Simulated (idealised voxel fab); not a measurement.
Documented hereafter: the process module known as voxel lift off.
The figure presents cross-section cut, which has a width of 165 nm and is divided into square cells with an edge length of 5 nm.
How to read a cross-section here: the picture is a grid of square cells, written as bands going from the top down, and any band can span one or more rows of cells. In this notation a band is specified by the heights of its top and bottom, in that order and in nm, after which its materials appear from left to right, each paired with its width in nm. The word "throughout" attached to a single material means that material fills the band from edge to edge; the word "air" stands for empty space. Where do heights start? At 0: under that level the wafer as delivered is made of one material only. And the lowest band has no floor; it just carries on downward, as in "0 nm and below". So if you see something like "30->40" for the width, read it as the top row of the band sitting at the first number and the bottom row at the second, with every row in between moving by the same amount as the last. Given "same as before" for a step, no cell of the cross-section differs between before and after that step. Enclosed voids (no open way to top), threshold 8 cells or more, entry "Sealed-off cavities", notation width x height at distance, distance from left edge, nm. Anything after a step's settings on that line? It's the simulator's own note about the step. The "overlay nm" setting may appear on a step's line; for a step that uses a mask, it gives how far to the right of its planned position the mask lay, and a negative value indicates the left.
-- So here's the lineup of process steps we planned
1: RECEIVE,material Si
2: CONFORMAL_DEP,material SiO2,thk nm 15
3: PATTERN,tone open,mask id LINES,material resist,width nm 20,pitch nm 35,thk nm 25,overlay nm 0
4: DIRECTIONAL_DEP,material Ru,thk nm 15
5: STRIP,etch materials resist
6: CONFORMAL_DEP,material SiN,thk nm 10
-- As-received state of the wafer in cross-section, equivalent to post-step 1
0 nm and below = Si throughout
Sealed-off cavities: none
-- End state of the module in cross-section, given the above starting point and plan and one mistake in execution
55 nm to 45 nm = 25 nm air; 110 nm SiN; 30 nm air
45 nm to 40 nm = 25 nm air; 10 nm SiN; 20 nm Ru; 15 nm SiN; 20 nm Ru; 15 nm SiN; 20 nm Ru; 10 nm SiN; 30 nm air
40 nm to 30 nm = 35 nm SiN; 20 nm Ru; 15 nm SiN; 20 nm Ru; 15 nm SiN; 20 nm Ru; 40 nm SiN
30 nm to 0 nm = SiO2 throughout
0 nm and below = Si throughout
Sealed-off cavities: none
Finding, execution versus plan: execution of plan step 2 occurred twice
